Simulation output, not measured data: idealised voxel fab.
Process module, titled voxel lift off
Pictured: cross-section cut, 145 nm wide, on a grid of 5 nm square cells.
Cross-section format: a grid of square cells, given as bands from top to bottom; each band is one or more rows of cells. Look at the band entry: it leads with the top's height and the bottom's height in nm. Then it lists the materials left to right, with a width in nm for each. The word "edge to edge" on a single material says that material fills the band edge to edge. The word "air" is empty space. Heights from 0 (as-received wafer is one material below). Bottom band endless downward, as "top 0, no bottom". So if you see something like "30..40" for the width, read it as the top row of the band sitting at the first number and the bottom row at the second, with every row in between moving by the same amount as the last. "remained the same" after a step means that no cell of the cross-section changed. Listed in "Enclosed internal cavities": every empty space of 8 or more cells without an open way to the top. Form: width x height at distance, the distance being from the left edge, all in nm. The remark found on a step's line after its settings is issued by the simulator itself and pertains to that step. For masked steps, "overlay nm" on the step line gives how far right of plan the mask actually lay; a minus sign means it lay to the left.

[Process steps (planned)]
1: RECEIVE with material Si
2: CONFORMAL_DEP with material SiN, thk nm 15
3: PATTERN with tone open, mask id LINES, material resist, width nm 15, pitch nm 30, thk nm 25, overlay nm 0
4: DIRECTIONAL_DEP with material Ru, thk nm 10
5: STRIP with etch materials resist
6: CONFORMAL_DEP with material SiO2, thk nm 10

[Incoming wafer in cross-section (state: after step 1)]
top 0, no bottom  Si edge to edge
Enclosed internal cavities: none

[a wafer at the end: this start, this plan, one mistake]
top 30, bottom 20  10 air, 125 SiO2, 10 air
top 20, bottom 10  20 SiO2, 15 Ru, 15 SiO2, 15 Ru, 15 SiO2, 15 Ru, 15 SiO2, 15 Ru, 20 SiO2
top 10, bottom 0  SiN edge to edge
top 0, no bottom  Si edge to edge
Enclosed internal cavities: none
In executing the process, a mistake was made relative to the plan: step 2 ran differently from the plan; actual operation with settings: CONFORMAL_DEP with material SiN, thk nm 10
